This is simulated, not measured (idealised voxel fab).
The process module presented herein is designated voxel plated lines.
Cross-section cut spans 180 nm and uses square cells 5 nm in size.
We lay out every cross-section as a grid of square cells and spell it out in bands from the top down, where one band means one or more rows of cells.
Look at the band entry: it leads with the top's height and the bottom's height in nm. Then it lists the materials left to right, with a width in nm for each. The word "full width" on a single material says that material fills the band edge to edge. The word "empty" is empty space.
Where do heights start? At 0: under that level the wafer as delivered is made of one material only. And the lowest band has no floor; it just carries on downward, as in "0 -> down".
A width given as "30 to 40" starts at the first number in the band's top row and ends at the second number in its bottom row, shifting by an equal amount at every step from row to row.
A step reported as "identical to before" is a step in which no cell of the cross-section changed.
The entry titled "Voids, sealed" provides the empty spaces that have no open way to the top, restricted to those of 8 cells or more. Each is presented as width x height at distance, the distance being measured from the left edge, with all three in nm.
Text after the settings on a step's line: the simulator's own remark on that step.
overlay nm: on a step with a mask, how far right of its planned place the mask lay; negative means left.
[Planned process steps]
1 RECEIVE: material Si
2 CONFORMAL_DEP: material SiN, thk nm 10
3 DIRECTIONAL_DEP: material TiN, thk nm 5
4 PATTERN: tone open, mask id LINES, material resist, width nm 25, pitch nm 40, thk nm 40, overlay nm 0
5 EPI: material Ru, thk nm 10
6 EPI: material Ru, thk nm 10
7 EPI: material Ru, thk nm 5
8 STRIP: etch materials resist
9 DIRECTIONAL_ETCH: etch materials TiN, depth nm 5
10 CONFORMAL_DEP: material SiN, thk nm 5
What sets these wafers apart? The thk nm at step 10. They all start alike, and the plan carries the first wafer's value.
[The first of several wafers as received, shown in cross-section; this is its state after step 1]
	0 -> down: Si full width
	Voids, sealed: none
[Per-wafer rows below. For each material: cells gained (+) or lost (-) since the wafer was received, as of end of module. Then: closed voids]
thk nm 5 | +50 Ru | +132 SiN | +10 TiN | Voids, sealed: none
thk nm 10 | +50 Ru | +186 SiN | +10 TiN | Voids, sealed: none
thk nm 15 | +50 Ru | +234 SiN | +10 TiN | Voids, sealed: none
thk nm 20 | +50 Ru | +282 SiN | +10 TiN | Voids, sealed: none
thk nm 25 | +50 Ru | +330 SiN | +10 TiN | Voids, sealed: none
